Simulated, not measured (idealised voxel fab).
Documented hereafter: the process module known as voxel ribs on slabs.
Cross-sectional view cut (width: 295 nm; square cell size: 5 nm).
When this document writes out a cross-section, it uses a grid of square cells and lists it as bands, beginning at the top and moving down, with a band standing for one or more rows of cells. It is stipulated that each band's entry specify, in nanometres, the height of the top of the band and then that of its bottom, followed by the materials of the band in left-to-right sequence, each together with its width in nanometres. A single material marked by the word "full width" is understood to fill the band from edge to edge; the word "air" is understood to denote empty space. Below 0: as-received wafer, all one material; heights counted from there. Lowest band: no bottom, goes on down, written "0 down". It should be noted that a width expressed as "30->40" varies in equal increments from row to row of cells within the band, taking the value of the first number at the top row and that of the second number at the bottom row. What does "stayed the same" mean for a step? It means no cell of the cross-section changed in that step. "Trapped voids" contains a list of empty spaces, each no smaller than 8 cells and without an open way to the top, written in the form width x height at distance with the distance from the left edge and all three in nm. Anything after a step's settings on that line? It's the simulator's own note about the step. "overlay nm" answers the question of how far to the right of plan the mask lay on a step that has a mask, and when it is negative the answer is to the left.

**The steps planned for the process are as follows**
1,op RECEIVE | material Si
2,op DIRECTIONAL_DEP | material SiO2 | thk nm 20
3,op DIRECTIONAL_DEP | material SiN | thk nm 15
4,op PATTERN | tone cover | mask id RIB | material resist | width nm 25 | thk nm 15 | overlay nm 0
5,op DIRECTIONAL_ETCH | etch materials SiN | depth nm 10
6,op STRIP | etch materials resist
7,op PATTERN | tone cover | mask id SLAB | material resist | width nm 65 | thk nm 15 | overlay nm 0
8,op DIRECTIONAL_ETCH | etch materials SiN | depth nm 5
9,op STRIP | etch materials resist
10,op FILL_DEP | material SiO2 | thk nm 15
11,op CMP | height nm 45
12,op DIRECTIONAL_DEP | material TiN | thk nm 10
13,op MASKED_ETCH | tone cover | mask id HEATER | width nm 35 | etch materials TiN | depth nm 10 | overlay nm 0
14,op CONFORMAL_DEP | material SiN | thk nm 10

**Wafer at receipt (post step 1), cross-section**
0 down: Si full width
Trapped voids: none

**Same starting wafer, same plan as above, one mistake in the execution; this is the cross-section at the end of the module**
65 to 55: 120 air / 55 SiN / 120 air
55 to 45: 130 SiN / 35 TiN / 130 SiN
45 to 35: SiO2 full width
35 to 25: 125 SiO2 / 25 SiN / 145 SiO2
25 to 20: 115 SiO2 / 65 SiN / 115 SiO2
20 to 0: SiO2 full width
0 down: Si full width
Trapped voids: none
The plan and the run diverged here: note that step 4 departed from the planned setting and was carried out as op PATTERN | tone cover | mask id RIB | material resist | width nm 25 | thk nm 15 | overlay nm -10
